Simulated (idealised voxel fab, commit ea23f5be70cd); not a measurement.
You're looking at the process module voxel lift off.
The cross-section shown here is cut; it is 190 nm wide and divided into square cells measuring 5 nm on a side.
Throughout this document, each cross-section is represented as a grid of square cells and is presented as a sequence of bands enumerated from the top downward, where a band comprises one or more rows of cells.
Read a band's entry like this: the first values are the height of its top and the height of its bottom in nm, and what follows is the sequence of materials from left to right, each with its width in nm. Note that "blank" is empty space, and that a single material marked "all across" reaches across the band from edge to edge.
All heights in this document are referenced to 0, defined as the level beneath which the wafer, as received, consists entirely of one material. The lowest band is not bounded below; it extends indefinitely downward and is written in the form "from 0 down".
The two numbers in a width such as "30..40" mark its ends across the band: the first belongs to the top row of cells, the second to the bottom row, and from each row to the next the width moves by the same amount.
"left unchanged" after a step means that no cell of the cross-section changed.
Heads up: "Enclosed internal voids" only lists the empty pockets with no open path to the top that are 8 cells or more, and it writes them as width x height at distance, distance from the left edge, in nm.
Note: text after step settings on the step line = simulator remark on that step.
When a step includes a mask, the "overlay nm" setting on its line states how far to the right of its planned place that mask lay, and negative values state how far to the left.

[Process steps - plan]
- 1: RECEIVE, material Si
- 2: CONFORMAL_DEP, material Al2O3, thk nm 15
- 3: PATTERN, tone open, mask id LINES, material resist, width nm 20, pitch nm 45, thk nm 30, overlay nm 0
- 4: DIRECTIONAL_DEP, material Ru, thk nm 15
- 5: STRIP, etch materials resist
- 6: CONFORMAL_DEP, material SiCN, thk nm 10

[Cross-section of the wafer as it came to us, i.e., already through step 1]
    from 0 down | Si all across
    Enclosed internal voids: none

[Cross-section taken at module completion on the first of two wafers; processed per the plan]
    from 40 to 30 | blank 5 nm, SiCN 40 nm, blank 5 nm, SiCN 40 nm, blank 5 nm, SiCN 40 nm, blank 5 nm, SiCN 40 nm, blank 10 nm
    from 30 to 25 | blank 5 nm, SiCN 10 nm, Ru 20 nm, SiCN 10 nm, blank 5 nm, SiCN 10 nm, Ru 20 nm, SiCN 10 nm, blank 5 nm, SiCN 10 nm, Ru 20 nm, SiCN 10 nm, blank 5 nm, SiCN 10 nm, Ru 20 nm, SiCN 10 nm, blank 10 nm
    from 25 to 15 | SiCN 15 nm, Ru 20 nm, SiCN 25 nm, Ru 20 nm, SiCN 25 nm, Ru 20 nm, SiCN 25 nm, Ru 20 nm, SiCN 20 nm
    from 15 to 0 | Al2O3 all across
    from 0 down | Si all across
    Enclosed internal voids: none

[Wafer two, end of module, cross-section. Same start, same plan as wafer one. One mistake in the run]
    from 40 to 30 | SiCN all across
    from 30 to 15 | Ru 15 nm, SiCN 20 nm, Ru 25 nm, SiCN 20 nm, Ru 25 nm, SiCN 20 nm, Ru 25 nm, SiCN 20 nm, Ru 20 nm
    from 15 to 0 | Al2O3 all across
    from 0 down | Si all across
    Enclosed internal voids: none
The mistake made against the process plan was this: step 3 was not run as planned; what actually ran was PATTERN, tone cover, mask id LINES, material resist, width nm 20, pitch nm 45, thk nm 30, overlay nm 0
Final wafer comparison in cells, second versus first, more or fewer per material: 18 more of Ru
